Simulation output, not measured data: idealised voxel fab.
process module | voxel capacitor over wiring
Displayed cross-section: cut, width of 180 nm, square cells sized 5 nm.
If you're reading a cross-section in this doc, picture square cells in a grid; it comes to you as bands, top ones listed first down to the bottom, and a band can be one or more rows of cells. Each band's line starts with the height of the band's top and of its bottom, in nm. Then come its materials from left to right, each with its width in nm. One material with "full width" fills the band from edge to edge. "blank" is empty space. Basically, 0 is our baseline, since under it the wafer straight out of the box is all one material. The bottom band has no lower end and keeps on going down, so it looks like "0 and below". A width such as "30 to 40" changes by the same amount from each row of cells to the next, from the band's top row to its bottom row. A step reported as "same as before" is a step in which no cell of the cross-section changed. "Closed voids list": empty spaces of 8 cells or more with no open way to the top, each given as width x height at distance, distance from the left edge, all in nm. Text after the settings on a step's line: the simulator's own remark on that step. Regarding "overlay nm": on a step with a mask, it is the distance the mask lay to the right of its planned place; a negative value places it to the left.

So here's the lineup of process steps we planned
1) RECEIVE [material Si]
2) CONFORMAL_DEP [material SiO2] [thk nm 15]
3) DIRECTIONAL_DEP [material TiN] [thk nm 5]
4) DIRECTIONAL_DEP [material Ru] [thk nm 20]
5) PATTERN [tone cover] [mask id METAL_1] [material resist] [width nm 25] [pitch nm 95] [thk nm 20] [overlay nm 0]
6) DIRECTIONAL_ETCH [etch materials Ru] [depth nm 20]
7) DIRECTIONAL_ETCH [etch materials TiN] [depth nm 5]
8) STRIP [etch materials resist]
9) CONFORMAL_DEP [material SiCN] [thk nm 5]
10) FILL_DEP [material lowk] [thk nm 5]
11) CMP [height nm 40]
12) CONFORMAL_DEP [material SiCN] [thk nm 5]
13) DIRECTIONAL_DEP [material SiO2] [thk nm 10]
14) DIRECTIONAL_DEP [material aC] [thk nm 15]
15) PATTERN [tone open] [mask id PLUG_1] [material resist] [width nm 15] [thk nm 35] [overlay nm 0]
16) DIRECTIONAL_ETCH [etch materials aC] [depth nm 15]
17) STRIP [etch materials resist]
18) DIRECTIONAL_ETCH [etch materials SiO2] [depth nm 10]
19) DIRECTIONAL_ETCH [etch materials SiCN] [depth nm 5]
20) STRIP [etch materials aC]
21) EPI [material Ru] [thk nm 10]
22) EPI [material Ru] [thk nm 5]
23) DIRECTIONAL_DEP [material TiN] [thk nm 5]
24) DIRECTIONAL_DEP [material HfO2] [thk nm 5]
25) DIRECTIONAL_DEP [material TiN] [thk nm 5]
26) DIRECTIONAL_DEP [material aC] [thk nm 15]
27) PATTERN [tone cover] [mask id UPPER_PLATE] [material resist] [width nm 75] [thk nm 30] [overlay nm 0]
28) DIRECTIONAL_ETCH [etch materials aC] [depth nm 15]
29) STRIP [etch materials resist]
30) DIRECTIONAL_ETCH [etch materials TiN] [depth nm 5]
31) DIRECTIONAL_ETCH [etch materials HfO2] [depth nm 5]
32) STRIP [etch materials aC]
33) DIRECTIONAL_DEP [material aC] [thk nm 15]
34) PATTERN [tone cover] [mask id LOWER_PLATE] [material resist] [width nm 85] [thk nm 35] [overlay nm 0]
35) DIRECTIONAL_ETCH [etch materials aC] [depth nm 15]
36) STRIP [etch materials resist]
37) DIRECTIONAL_ETCH [etch materials TiN] [depth nm 5]
38) STRIP [etch materials aC]
39) FILL_DEP [material SiO2] [thk nm 15]
40) CMP [height nm 80]
41) DIRECTIONAL_DEP [material aC] [thk nm 10]
42) PATTERN [tone open] [mask id PLUG_2] [material resist] [width nm 15] [thk nm 30] [overlay nm 0]
43) DIRECTIONAL_ETCH [etch materials aC] [depth nm 10]
44) STRIP [etch materials resist]
45) DIRECTIONAL_ETCH [etch materials SiO2] [depth nm 10]
46) STRIP [etch materials aC]
47) CONFORMAL_DEP [material TiN] [thk nm 5]
48) FILL_DEP [material W] [thk nm 10]
49) CMP [height nm 80]
50) CONFORMAL_DEP [material SiCN] [thk nm 5]

Wafer at receipt (post step 1), cross-section
- 0 and below  Si full width
- Closed voids list: none

Cross-section: first of two wafers, module finished, run according to plan
- 85 down to 80  SiCN full width
- 80 down to 75  50 SiO2, then 5 TiN, then 5 W, then 5 TiN, then 115 SiO2
- 75 down to 65  50 to 40 SiO2, then 15 to 75 TiN, then 115 to 65 SiO2
- 65 down to 60  40 SiO2, then 75 HfO2, then 65 SiO2
- 60 down to 55  35 SiO2, then 85 TiN, then 60 SiO2
- 55 down to 45  40 SiO2, then 15 Ru, then 125 SiO2
- 45 down to 40  40 SiCN, then 15 Ru, then 125 SiCN
- 40 down to 20  25 lowk, then 5 SiCN, then 25 Ru, then 5 SiCN, then 60 lowk, then 5 SiCN, then 25 Ru, then 5 SiCN, then 25 lowk
- 20 down to 15  30 SiCN, then 25 TiN, then 70 SiCN, then 25 TiN, then 30 SiCN
- 15 down to 0  SiO2 full width
- 0 and below  Si full width
- Closed voids list: none

second wafer at the end: like start, like plan, one mistake
- 85 down to 80  SiCN full width
- 80 down to 75  50 SiO2, then 5 TiN, then 5 W, then 5 TiN, then 115 SiO2
- 75 down to 65  50 to 55 SiO2, then 15 to 60 TiN, then 115 to 65 SiO2
- 65 down to 60  55 SiO2, then 60 HfO2, then 65 SiO2
- 60 down to 55  35 SiO2, then 5 TiN, then 15 SiO2, then 65 TiN, then 60 SiO2
- 55 down to 50  40 SiO2, then 15 TiN, then 125 SiO2
- 50 down to 45  40 SiO2, then 15 HfO2, then 125 SiO2
- 45 down to 40  40 SiCN, then 15 TiN, then 125 SiCN
- 40 down to 35  25 lowk, then 35 SiCN, then 60 lowk, then 35 SiCN, then 25 lowk
- 35 down to 20  25 lowk, then 5 SiCN, then 25 Ru, then 5 SiCN, then 60 lowk, then 5 SiCN, then 25 Ru, then 5 SiCN, then 25 lowk
- 20 down to 15  30 SiCN, then 25 TiN, then 70 SiCN, then 25 TiN, then 30 SiCN
- 15 down to 0  SiO2 full width
- 0 and below  Si full width
- Closed voids list: none
Plan not followed: step 4 changed vs plan, executed as DIRECTIONAL_DEP [material Ru] [thk nm 15]
Final difference in cells, second wafer against first, listed per material as more or fewer: -19 Ru, +10 SiCN, +9 SiO2
